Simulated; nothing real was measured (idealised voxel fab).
Name of the process module below: voxel air gaps
Cross-sectional view cut (width: 245 nm; square cell size: 5 nm).
Cross-section format: a grid of square cells, given as bands from top to bottom; each band is one or more rows of cells.
The entry gives the band's vertical extent as a top height and a bottom height in nm, then its horizontal make-up as materials from left to right, each with a width in nm. "blank" stands for empty space; a single material marked "edge to edge" fills the band edge to edge.
Height is counted from the level 0, under which the received wafer is composed throughout of one material. The lowest of the bands is not closed at the bottom but continues downward, in the notation "0 down".
Width: "30 to 40" (first number = top row, second number = bottom row, same change from row to row of cells).
No cell of the cross-section changed in a step that is given as "stayed the same".
The entry titled "Internal closed voids" provides the empty spaces that have no open way to the top, restricted to those of 8 cells or more. Each is presented as width x height at distance, the distance being measured from the left edge, with all three in nm.
Anything after a step's settings on that line? It's the simulator's own note about the step.
For masked steps, "overlay nm" on the step line gives how far right of plan the mask actually lay; a minus sign means it lay to the left.
These are the steps we planned for the process:
1 RECEIVE,material Si
2 CONFORMAL_DEP,material SiO2,thk nm 15
3 CONFORMAL_DEP,material SiCN,thk nm 5
4 DIRECTIONAL_DEP,material lowk,thk nm 35
5 PATTERN,tone open,mask id LINES,material resist,width nm 25,pitch nm 55,thk nm 20,overlay nm 0
6 DIRECTIONAL_ETCH,etch materials lowk,depth nm 35
7 STRIP,etch materials resist
8 CONFORMAL_DEP,material TiN,thk nm 5
9 FILL_DEP,material W,thk nm 5
10 CMP,height nm 55
11 EPI,material Ru,thk nm 10
12 SELECTIVE_ETCH,etch materials lowk,depth nm 45
13 CONFORMAL_DEP,material SiCN,thk nm 5
Below: the first of two wafers, run as planned:
Cross-section of the wafer at receipt, which is the condition after step 1:
  0 down | Si edge to edge
  Internal closed voids: none
Upon completion of step 2, the wafer appears in cross-section as shown:
  15 to 0 | SiO2 edge to edge
  Note: structure below 0 unchanged.
Upon completion of step 3, the wafer appears in cross-section as shown:
  20 to 15 | SiCN edge to edge
  Note: structure below 15 unchanged.
Upon completion of step 4, the wafer appears in cross-section as shown:
  55 to 20 | lowk edge to edge
  Note: structure below 20 unchanged.
Upon completion of step 5, the wafer appears in cross-section as shown:
  75 to 55 | resist 55 nm | blank 25 nm | resist 30 nm | blank 25 nm | resist 30 nm | blank 25 nm | resist 55 nm
  Note: structure below 55 unchanged.
Upon completion of step 6, the wafer appears in cross-section as shown:
  75 to 55 | resist 55 nm | blank 25 nm | resist 30 nm | blank 25 nm | resist 30 nm | blank 25 nm | resist 55 nm
  55 to 20 | lowk 55 nm | blank 25 nm | lowk 30 nm | blank 25 nm | lowk 30 nm | blank 25 nm | lowk 55 nm
  Note: structure below 20 unchanged.
Upon completion of step 7, the wafer appears in cross-section as shown:
  55 to 20 | lowk 55 nm | blank 25 nm | lowk 30 nm | blank 25 nm | lowk 30 nm | blank 25 nm | lowk 55 nm
  Note: structure below 20 unchanged.
Upon completion of step 8, the wafer appears in cross-section as shown:
  60 to 55 | TiN 60 nm | blank 15 nm | TiN 40 nm | blank 15 nm | TiN 40 nm | blank 15 nm | TiN 60 nm
  55 to 25 | lowk 55 nm | TiN 5 nm | blank 15 nm | TiN 5 nm | lowk 30 nm | TiN 5 nm | blank 15 nm | TiN 5 nm | lowk 30 nm | TiN 5 nm | blank 15 nm | TiN 5 nm | lowk 55 nm
  25 to 20 | lowk 55 nm | TiN 25 nm | lowk 30 nm | TiN 25 nm | lowk 30 nm | TiN 25 nm | lowk 55 nm
  Note: structure below 20 unchanged.
Upon completion of step 9, the wafer appears in cross-section as shown:
  65 to 60 | W edge to edge
  60 to 55 | TiN 60 nm | W 15 nm | TiN 40 nm | W 15 nm | TiN 40 nm | W 15 nm | TiN 60 nm
  55 to 25 | lowk 55 nm | TiN 5 nm | W 15 nm | TiN 5 nm | lowk 30 nm | TiN 5 nm | W 15 nm | TiN 5 nm | lowk 30 nm | TiN 5 nm | W 15 nm | TiN 5 nm | lowk 55 nm
  Note: structure below 25 unchanged.
Upon completion of step 10, the wafer appears in cross-section as shown:
  55 to 25 | lowk 55 nm | TiN 5 nm | W 15 nm | TiN 5 nm | lowk 30 nm | TiN 5 nm | W 15 nm | TiN 5 nm | lowk 30 nm | TiN 5 nm | W 15 nm | TiN 5 nm | lowk 55 nm
  Note: structure below 25 unchanged.
Upon completion of step 11, the wafer appears in cross-section as shown:
  65 to 55 | blank 45 nm | Ru 45 nm | blank 10 nm | Ru 45 nm | blank 10 nm | Ru 45 nm | blank 45 nm
  Note: structure below 55 unchanged.
Upon completion of step 12, the wafer appears in cross-section as shown:
  65 to 55 | blank 45 nm | Ru 45 nm | blank 10 nm | Ru 45 nm | blank 10 nm | Ru 45 nm | blank 45 nm
  55 to 25 | blank 55 nm | TiN 5 nm | W 15 nm | TiN 5 nm | blank 30 nm | TiN 5 nm | W 15 nm | TiN 5 nm | blank 30 nm | TiN 5 nm | W 15 nm | TiN 5 nm | blank 55 nm
  25 to 20 | blank 55 nm | TiN 25 nm | blank 30 nm | TiN 25 nm | blank 30 nm | TiN 25 nm | blank 55 nm
  Note: structure below 20 unchanged.
Upon completion of step 13, the wafer appears in cross-section as shown:
  70 to 65 | blank 40 nm | SiCN 165 nm | blank 40 nm
  65 to 55 | blank 40 nm | SiCN 5 nm | Ru 45 nm | SiCN 10 nm | Ru 45 nm | SiCN 10 nm | Ru 45 nm | SiCN 5 nm | blank 40 nm
  55 to 50 | blank 40 nm | SiCN 15 nm | TiN 5 nm | W 15 nm | TiN 5 nm | SiCN 30 nm | TiN 5 nm | W 15 nm | TiN 5 nm | SiCN 30 nm | TiN 5 nm | W 15 nm | TiN 5 nm | SiCN 15 nm | blank 40 nm
  50 to 25 | blank 50 nm | SiCN 5 nm | TiN 5 nm | W 15 nm | TiN 5 nm | SiCN 5 nm | blank 20 nm | SiCN 5 nm | TiN 5 nm | W 15 nm | TiN 5 nm | SiCN 5 nm | blank 20 nm | SiCN 5 nm | TiN 5 nm | W 15 nm | TiN 5 nm | SiCN 5 nm | blank 50 nm
  25 to 20 | SiCN 55 nm | TiN 25 nm | SiCN 30 nm | TiN 25 nm | SiCN 30 nm | TiN 25 nm | SiCN 55 nm
  Note: structure below 20 unchanged.
  Internal closed voids: 20 x 25 at 85; 20 x 25 at 140
It is to be noted that the second wafer proceeded from the same initial state and according to the same plan as the first, although one mistake was committed in its execution; through step 4, inclusive, the two wafers share an identical history:
At the planned end of step 5, the second wafer in cross-section:
  75 to 55 | resist 60 nm | blank 20 nm | resist 35 nm | blank 20 nm | resist 35 nm | blank 20 nm | resist 55 nm
  Note: structure below 55 unchanged.
At the planned end of step 6, the second wafer in cross-section:
  75 to 55 | resist 60 nm | blank 20 nm | resist 35 nm | blank 20 nm | resist 35 nm | blank 20 nm | resist 55 nm
  55 to 20 | lowk 60 nm | blank 20 nm | lowk 35 nm | blank 20 nm | lowk 35 nm | blank 20 nm | lowk 55 nm
  Note: structure below 20 unchanged.
At the planned end of step 7, the second wafer in cross-section:
  55 to 20 | lowk 60 nm | blank 20 nm | lowk 35 nm | blank 20 nm | lowk 35 nm | blank 20 nm | lowk 55 nm
  Note: structure below 20 unchanged.
At the planned end of step 8, the second wafer in cross-section:
  60 to 55 | TiN 65 nm | blank 10 nm | TiN 45 nm | blank 10 nm | TiN 45 nm | blank 10 nm | TiN 60 nm
  55 to 25 | lowk 60 nm | TiN 5 nm | blank 10 nm | TiN 5 nm | lowk 35 nm | TiN 5 nm | blank 10 nm | TiN 5 nm | lowk 35 nm | TiN 5 nm | blank 10 nm | TiN 5 nm | lowk 55 nm
  25 to 20 | lowk 60 nm | TiN 20 nm | lowk 35 nm | TiN 20 nm | lowk 35 nm | TiN 20 nm | lowk 55 nm
  Note: structure below 20 unchanged.
At the planned end of step 9, the second wafer in cross-section:
  65 to 60 | W edge to edge
  60 to 55 | TiN 65 nm | W 10 nm | TiN 45 nm | W 10 nm | TiN 45 nm | W 10 nm | TiN 60 nm
  55 to 25 | lowk 60 nm | TiN 5 nm | W 10 nm | TiN 5 nm | lowk 35 nm | TiN 5 nm | W 10 nm | TiN 5 nm | lowk 35 nm | TiN 5 nm | W 10 nm | TiN 5 nm | lowk 55 nm
  Note: structure below 25 unchanged.
At the planned end of step 10, the second wafer in cross-section:
  55 to 25 | lowk 60 nm | TiN 5 nm | W 10 nm | TiN 5 nm | lowk 35 nm | TiN 5 nm | W 10 nm | TiN 5 nm | lowk 35 nm | TiN 5 nm | W 10 nm | TiN 5 nm | lowk 55 nm
  Note: structure below 25 unchanged.
At the planned end of step 11, the second wafer in cross-section:
  65 to 55 | blank 50 nm | Ru 40 nm | blank 15 nm | Ru 40 nm | blank 15 nm | Ru 40 nm | blank 45 nm
  Note: structure below 55 unchanged.
At the planned end of step 12, the second wafer in cross-section:
  65 to 55 | blank 50 nm | Ru 40 nm | blank 15 nm | Ru 40 nm | blank 15 nm | Ru 40 nm | blank 45 nm
  55 to 25 | blank 60 nm | TiN 5 nm | W 10 nm | TiN 5 nm | blank 35 nm | TiN 5 nm | W 10 nm | TiN 5 nm | blank 35 nm | TiN 5 nm | W 10 nm | TiN 5 nm | blank 55 nm
  25 to 20 | blank 60 nm | TiN 20 nm | blank 35 nm | TiN 20 nm | blank 35 nm | TiN 20 nm | blank 55 nm
  Note: structure below 20 unchanged.
At the planned end of step 13, the second wafer in cross-section:
  70 to 65 | blank 45 nm | SiCN 50 nm | blank 5 nm | SiCN 50 nm | blank 5 nm | SiCN 50 nm | blank 40 nm
  65 to 55 | blank 45 nm | SiCN 5 nm | Ru 40 nm | SiCN 5 nm | blank 5 nm | SiCN 5 nm | Ru 40 nm | SiCN 5 nm | blank 5 nm | SiCN 5 nm | Ru 40 nm | SiCN 5 nm | blank 40 nm
  55 to 50 | blank 45 nm | SiCN 15 nm | TiN 5 nm | W 10 nm | TiN 5 nm | SiCN 15 nm | blank 5 nm | SiCN 15 nm | TiN 5 nm | W 10 nm | TiN 5 nm | SiCN 15 nm | blank 5 nm | SiCN 15 nm | TiN 5 nm | W 10 nm | TiN 5 nm | SiCN 15 nm | blank 40 nm
  50 to 25 | blank 55 nm | SiCN 5 nm | TiN 5 nm | W 10 nm | TiN 5 nm | SiCN 5 nm | blank 25 nm | SiCN 5 nm | TiN 5 nm | W 10 nm | TiN 5 nm | SiCN 5 nm | blank 25 nm | SiCN 5 nm | TiN 5 nm | W 10 nm | TiN 5 nm | SiCN 5 nm | blank 50 nm
  25 to 20 | SiCN 60 nm | TiN 20 nm | SiCN 35 nm | TiN 20 nm | SiCN 35 nm | TiN 20 nm | SiCN 55 nm
  Note: structure below 20 unchanged.
What was the processing mistake? step 5, actual vs plan mismatch, actual run PATTERN,tone open,mask id LINES,material resist,width nm 20,pitch nm 55,thk nm 20,overlay nm 0
Heads up, by the end the second wafer has more or fewer cells of some materials compared to the first: Ru: 6 fewer; TiN: 3 fewer; W: 18 fewer
Long story short, the first wafer ends with 2 closed voids and the second one with 0.
